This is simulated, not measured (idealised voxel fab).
The process module presented herein is designated voxel fin reveal.
Section shown: cut. Width: 265 nm. Cell size: 5 nm, square.
When this document writes out a cross-section, it uses a grid of square cells and lists it as bands, beginning at the top and moving down, with a band standing for one or more rows of cells.
Each band's line starts with the height of the band's top and of its bottom, in nm. Then come its materials from left to right, each with its width in nm. One material with "everywhere" fills the band from edge to edge. "blank" is empty space.
Zero point of the height axis is 0; under it, received wafer = one material. Lowest band: continues down indefinitely, "0 -> down".
Quick explanation for "30->40": the width changes in equal steps down the rows of cells, from the first number in the band's top row to the second number in its bottom row.
When a step is marked "nothing got changed", none of the cells in the cross-section changed during that step.
Empty spaces counting at least 8 cells and having no open way to the top are listed in "Closed void listing". The notation width x height at distance is used for each, the distance being from the left edge and all three values in nm.
Read whatever lies past the settings on a step's line as the simulator's own remark about the step.
If you see "overlay nm" on a step's line and that step has a mask, it's telling you how far right of where it was planned the mask ended up; a negative number means it went left instead.
INTENDED PROCESS STEPS
step 1: RECEIVE | material Si
step 2: CONFORMAL_DEP | material SiN | thk nm 5
step 3: MASKED_ETCH | tone cover | mask id FINS | width nm 15 | pitch nm 35 | etch materials SiN | depth nm 5 | overlay nm 0
step 4: MASKED_ETCH | tone cover | mask id FINS | width nm 15 | pitch nm 35 | etch materials Si | depth nm 30 | overlay nm 0
step 5: OXIDIZE | depth nm 5
step 6: FILL_DEP | material SiO2 | thk nm 10
step 7: CMP | height nm 5
step 8: SELECTIVE_ETCH | etch materials SiO2 | depth nm 15
step 9: STRIP | etch materials SiN
step 10: CONFORMAL_DEP | material SiO2 | thk nm 5
RECEIVED-STATE CROSS-SECTION, REFLECTING COMPLETION OF STEP 1
* 0 -> down: Si everywhere
* Closed void listing: none
CROSS-SECTIONAL IMAGE OF THE FIRST OF TWO WAFERS AT THE END OF THE MODULE, THE RUN HAVING PROCEEDED AS PLANNED
* 5 -> 0: blank 105; SiO2 15; blank 20; SiO2 15; blank 110
* 0 -> -5: blank 105; SiO2 5; Si 5; SiO2 5; blank 20; SiO2 5; Si 5; SiO2 5; blank 110
* -5 -> -35: SiO2 110; Si 5; SiO2 30; Si 5; SiO2 115
* -35 -> down: Si everywhere
* Closed void listing: none
END OF MODULE, SECOND WAFER, CROSS-SECTION. STARTED LIKE THE FIRST, PLANNED LIKE THE FIRST, RUN WITH ONE MISTAKE
* 5 -> 0: SiO2 105; blank 15; SiO2 20; blank 15; SiO2 110
* 0 -> -5: Si 100; SiO2 25; Si 10; SiO2 25; Si 105
* -5 -> down: Si everywhere
* Closed void listing: none
The mistake made against the process plan was this: step 3 ran with different settings than intended, the actual operation and settings being MASKED_ETCH | tone open | mask id FINS | width nm 15 | pitch nm 35 | etch materials SiN | depth nm 5 | overlay nm 0
Wafer comparison, final, in cells, second relative to first, materials more or fewer: 347 more of Si | 259 fewer of SiO2
